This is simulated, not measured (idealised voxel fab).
A process module follows: voxel capacitor over wiring.
It is cross-section cut that appears here, measuring 270 nm in width, its square cells being 5 nm in size.
Cross-section format: a grid of square cells, given as bands from top to bottom; each band is one or more rows of cells.
Top, bottom (nm), then materials left to right with widths (nm); lone material tagged "full width" fills the whole band edge to edge; "blank" = empty space.
A quick word on heights: they are counted from 0, and under that level the wafer as it came to us is one material throughout. The lowest band is different from the rest in having no bottom; it simply continues downward, written as in "0..down".
When a width is written as two numbers, as in "30 to 40", the first number is the width in the top row of cells of the band and the second is the width in its bottom row, and the width changes by the same amount from each row to the next.
Given "remained unchanged" for a step, no cell of the cross-section differs between before and after that step.
Each empty space that has no open way to the top and spans at least 8 cells appears under "Closed cavity list" as width x height at distance, the distance counted from the left edge, all in nm.
Step line, after settings: the simulator's comment on this step.
overlay nm: on a step with a mask, how far right of its planned place the mask lay; negative means left.
# Here's what the planned process steps look like
step 1: RECEIVE | material Si
step 2: CONFORMAL_DEP | material SiO2 | thk nm 15
step 3: DIRECTIONAL_DEP | material TiN | thk nm 5
step 4: DIRECTIONAL_DEP | material Ru | thk nm 25
step 5: PATTERN | tone cover | mask id METAL_1 | material resist | width nm 20 | pitch nm 75 | thk nm 15 | overlay nm 0
step 6: DIRECTIONAL_ETCH | etch materials Ru | depth nm 25
step 7: DIRECTIONAL_ETCH | etch materials TiN | depth nm 5
step 8: STRIP | etch materials resist
step 9: CONFORMAL_DEP | material SiN | thk nm 5
step 10: FILL_DEP | material lowk | thk nm 10
step 11: CMP | height nm 45
step 12: CONFORMAL_DEP | material SiCN | thk nm 5
step 13: DIRECTIONAL_DEP | material lowk | thk nm 10
step 14: DIRECTIONAL_DEP | material aC | thk nm 10
step 15: PATTERN | tone open | mask id PLUG_1 | material resist | width nm 15 | thk nm 25 | overlay nm 0
step 16: DIRECTIONAL_ETCH | etch materials aC | depth nm 10
step 17: STRIP | etch materials resist
step 18: DIRECTIONAL_ETCH | etch materials lowk | depth nm 10
step 19: DIRECTIONAL_ETCH | etch materials SiCN | depth nm 5
step 20: STRIP | etch materials aC
step 21: CONFORMAL_DEP | material TiN | thk nm 5
step 22: FILL_DEP | material Ru | thk nm 10
step 23: CMP | height nm 60
step 24: DIRECTIONAL_DEP | material TiN | thk nm 10
step 25: DIRECTIONAL_DEP | material SiN | thk nm 5
step 26: DIRECTIONAL_DEP | material TiN | thk nm 10
step 27: PATTERN | tone cover | mask id UPPER_PLATE | material resist | width nm 60 | thk nm 20 | overlay nm 0
step 28: DIRECTIONAL_ETCH | etch materials TiN | depth nm 10
step 29: DIRECTIONAL_ETCH | etch materials SiN | depth nm 5
step 30: STRIP | etch materials resist
step 31: MASKED_ETCH | tone cover | mask id LOWER_PLATE | width nm 70 | etch materials TiN | depth nm 10 | overlay nm 0
step 32: FILL_DEP | material SiO2 | thk nm 20
step 33: CMP | height nm 100
step 34: DIRECTIONAL_DEP | material aC | thk nm 10
step 35: PATTERN | tone open | mask id PLUG_2 | material resist | width nm 15 | thk nm 25 | overlay nm 0
step 36: DIRECTIONAL_ETCH | etch materials aC | depth nm 10
step 37: STRIP | etch materials resist
step 38: DIRECTIONAL_ETCH | etch materials SiO2 | depth nm 15
step 39: STRIP | etch materials aC
step 40: CONFORMAL_DEP | material TiN | thk nm 5
step 41: FILL_DEP | material Ru | thk nm 10
step 42: CMP | height nm 100
step 43: CONFORMAL_DEP | material SiN | thk nm 5
# Wafer cross-section on receipt, i.e. after step 1
- 0..down | Si full width
- Closed cavity list: none
# End-of-module XS, first of two wafers, run as planned
- 105..100 | SiN full width
- 100..90 | SiO2 (100), TiN (5), Ru (5), TiN (5), SiO2 (155)
- 90..85 | SiO2 (100), TiN (15), SiO2 (155)
- 85..75 | SiO2 (90), TiN (60), SiO2 (120)
- 75..70 | SiO2 (90), SiN (60), SiO2 (120)
- 70..60 | SiO2 (85), TiN (70), SiO2 (115)
- 60..50 | lowk (90), TiN (5), Ru (5), TiN (5), lowk (165)
- 50..45 | SiCN (90), TiN (15), SiCN (165)
- 45..20 | lowk (80), SiN (5), Ru (20), SiN (5), lowk (45), SiN (5), Ru (20), SiN (5), lowk (85)
- 20..15 | SiN (85), TiN (20), SiN (55), TiN (20), SiN (90)
- 15..0 | SiO2 full width
- 0..down | Si full width
- Closed cavity list: none
# What the second wafer looks like in cross-section once the module is done. Its start and its plan matched the first wafer's exactly; what differed was one mistake in how it was run
- 105..100 | SiN full width
- 100..90 | SiO2 (100), TiN (5), Ru (5), TiN (5), SiO2 (155)
- 90..85 | SiO2 (100), TiN (15), SiO2 (155)
- 85..75 | SiO2 (90), TiN (60), SiO2 (120)
- 75..70 | SiO2 (90), SiN (60), SiO2 (120)
- 70..60 | SiO2 (85), TiN (70), SiO2 (115)
- 60..55 | SiCN (90), TiN (15), SiCN (165)
- 55..45 | lowk full width
- 45..20 | lowk (80), SiN (5), Ru (20), SiN (5), lowk (45), SiN (5), Ru (20), SiN (5), lowk (85)
- 20..15 | SiN (85), TiN (20), SiN (55), TiN (20), SiN (90)
- 15..0 | SiO2 full width
- 0..down | Si full width
- Closed cavity list: none
Finding, execution versus plan: steps 12 and 13 swapped
Final wafer comparison in cells, second versus first, more or fewer per material: Ru: 2 fewer | TiN: 4 fewer | lowk: 6 more
